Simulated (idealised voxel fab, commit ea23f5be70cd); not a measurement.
The process module presented herein is designated voxel fin reveal.
Shown is cross-section cut, with a width of 200 nm and square cells of size 5 nm.
The cross-sections in this document take the form of a grid made of square cells. They are written out as bands, in order from top to bottom. Each band consists of one or more rows of cells. Top, bottom (nm), then materials left to right with widths (nm); lone material tagged "full width" fills the whole band edge to edge; "blank" = empty space. Beneath 0, the wafer as received is one material, and that level is where height counting begins. The lowest band goes on downward without a bottom; it is written like "top 0, no bottom". The expression "30 to 40" gives the width at the extremes of the band, the first number at its top row of cells and the second at its bottom row, with the width changing by equal amounts from each row to the next in between. Given "no change" for a step, no cell of the cross-section differs between before and after that step. If an empty space has no open way to the top and is at least 8 cells in size, "Cavities, sealed" lists it, written width x height at distance, where distance is measured from the left edge and every value is in nm. Step line, after settings: the simulator's comment on this step. "overlay nm" answers the question of how far to the right of plan the mask lay on a step that has a mask, and when it is negative the answer is to the left.

# Set out below are the planned steps of the process
| 1 | RECEIVE | material Si |
| 2 | CONFORMAL_DEP | material SiN | thk nm 5 |
| 3 | DIRECTIONAL_DEP | material aC | thk nm 15 |
| 4 | PATTERN | tone cover | mask id FINS | material resist | width nm 15 | pitch nm 35 | thk nm 35 | overlay nm 0 |
| 5 | DIRECTIONAL_ETCH | etch materials aC | depth nm 15 |
| 6 | STRIP | etch materials resist |
| 7 | DIRECTIONAL_ETCH | etch materials SiN | depth nm 5 |
| 8 | DIRECTIONAL_ETCH | etch materials Si | depth nm 35 |
| 9 | STRIP | etch materials aC |
| 10 | OXIDIZE | depth nm 5 |
| 11 | FILL_DEP | material SiO2 | thk nm 15 |
| 12 | CMP | height nm 5 |
| 13 | SELECTIVE_ETCH | etch materials SiO2 | depth nm 20 |
| 14 | STRIP | etch materials SiN |
| 15 | CONFORMAL_DEP | material SiO2 | thk nm 5 |

# Cross-section of the incoming wafer, state after step 1
  top 0, no bottom  Si full width
  Cavities, sealed: none

# Here's the cross-section of the first of our two wafers at the end of the module - it ran as planned
  top 5, bottom 0  blank (75) / SiO2 (15) / blank (20) / SiO2 (15) / blank (75)
  top 0, bottom -10  blank (75) / SiO2 (5) / Si (5) / SiO2 (5) / blank (20) / SiO2 (5) / Si (5) / SiO2 (5) / blank (75)
  top -10, bottom -40  SiO2 (80) / Si (5) / SiO2 (30) / Si (5) / SiO2 (80)
  top -40, no bottom  Si full width
  Cavities, sealed: none

# End of module, second wafer, cross-section. Started like the first, planned like the first, run with one mistake
  top 10, bottom 5  blank (70) / SiO2 (25) / blank (10) / SiO2 (25) / blank (70)
  top 5, bottom 0  blank (70) / SiO2 (5) / SiN (15) / SiO2 (5) / blank (10) / SiO2 (5) / SiN (15) / SiO2 (5) / blank (70)
  top 0, bottom -5  blank (70) / SiO2 (10) / Si (5) / SiO2 (10) / blank (10) / SiO2 (10) / Si (5) / SiO2 (10) / blank (70)
  top -5, bottom -35  blank (75) / SiO2 (5) / Si (5) / SiO2 (5) / blank (20) / SiO2 (5) / Si (5) / SiO2 (5) / blank (75)
  top -35, bottom -40  SiO2 (80) / Si (5) / SiO2 (30) / Si (5) / SiO2 (80)
  top -40, no bottom  Si full width
  Cavities, sealed: none
What was the processing mistake? step 14 was processed under conditions differing from the plan, specifically as STRIP | etch materials SiO2
Cell-count delta at end, second wafer over first, by material: SiN +6; SiO2 -158
